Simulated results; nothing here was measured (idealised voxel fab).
Title: Process Module voxel self aligned vias
Pictured: cross-section cut, 230 nm wide, on a grid of 5 nm square cells.
The cross-sections in this document take the form of a grid made of square cells. They are written out as bands, in order from top to bottom. Each band consists of one or more rows of cells.
Top height, bottom height, nm. Materials left to right, width each, nm. Single material + "edge to edge" = fills band edge to edge. "blank" = empty.
Heights are measured from 0, the level below which the as-received wafer is all one material; the lowest band has no bottom and continues downward, written as in "0 and below".
The two numbers in a width such as "30 to 40" mark its ends across the band: the first belongs to the top row of cells, the second to the bottom row, and from each row to the next the width moves by the same amount.
The cross-section has no changed cell in any step marked "identical to before".
"Tabulated closed voids": empty spaces of 8 cells or more with no open way to the top, each given as width x height at distance, distance from the left edge, all in nm.
If you see something after the settings on a step's line, that's the simulator's own remark about that step.
"overlay nm" denotes, for a step that has a mask, the displacement of the mask to the right of its planned place, with negative values corresponding to the left.

The following list gives the planned process steps:
1: RECEIVE, material Si
2: CONFORMAL_DEP, material SiO2, thk nm 10
3: CONFORMAL_DEP, material SiCN, thk nm 5
4: DIRECTIONAL_DEP, material SiO2, thk nm 30
5: DIRECTIONAL_DEP, material aC, thk nm 10
6: PATTERN, tone open, mask id LINES, material resist, width nm 20, pitch nm 55, thk nm 30, overlay nm 0
7: DIRECTIONAL_ETCH, etch materials aC, depth nm 10
8: STRIP, etch materials resist
9: DIRECTIONAL_ETCH, etch materials SiO2, depth nm 30
10: STRIP, etch materials aC
11: CONFORMAL_DEP, material TiN, thk nm 5
12: FILL_DEP, material Ru, thk nm 5
13: CMP, height nm 45
14: SELECTIVE_ETCH, etch materials W Ru TiN, depth nm 10
15: FILL_DEP, material SiN, thk nm 10
16: CMP, height nm 45
17: DIRECTIONAL_DEP, material SiO2, thk nm 20
18: PATTERN, tone open, mask id VIAS, material resist, width nm 30, pitch nm 110, thk nm 20, overlay nm 0
19: DIRECTIONAL_ETCH, etch materials SiO2, depth nm 20
20: DIRECTIONAL_ETCH, etch materials SiN, depth nm 10
21: STRIP, etch materials resist
22: CONFORMAL_DEP, material TiN, thk nm 5
23: FILL_DEP, material Cu, thk nm 10
24: CMP, height nm 65
25: CONFORMAL_DEP, material SiN, thk nm 5
Heads up: all these wafers start the same, and what changes between them is the width nm in step 18. The value you see in the plan is just what the first wafer got.

Step 1 complete: as-received cross-section of the first of several wafers:
0 and below: Si edge to edge
Tabulated closed voids: none

The rows of the table below are wafers. Looking at the end of the module, a row counts, for every material, the cells the wafer has gained, shown as (+), or lost, shown as (-), since it was received; its closed voids come next:
width nm 30; +32 Cu; +18 Ru; +46 SiCN; +54 SiN; +432 SiO2; +62 TiN; Tabulated closed voids: none
width nm 35; +38 Cu; +18 Ru; +46 SiCN; +54 SiN; +424 SiO2; +64 TiN; Tabulated closed voids: none
width nm 40; +44 Cu; +18 Ru; +46 SiCN; +54 SiN; +416 SiO2; +66 TiN; Tabulated closed voids: none
width nm 45; +50 Cu; +18 Ru; +46 SiCN; +54 SiN; +408 SiO2; +68 TiN; Tabulated closed voids: none
width nm 50; +56 Cu; +18 Ru; +46 SiCN; +54 SiN; +400 SiO2; +70 TiN; Tabulated closed voids: none
width nm 55; +62 Cu; +18 Ru; +46 SiCN; +54 SiN; +392 SiO2; +72 TiN; Tabulated closed voids: none
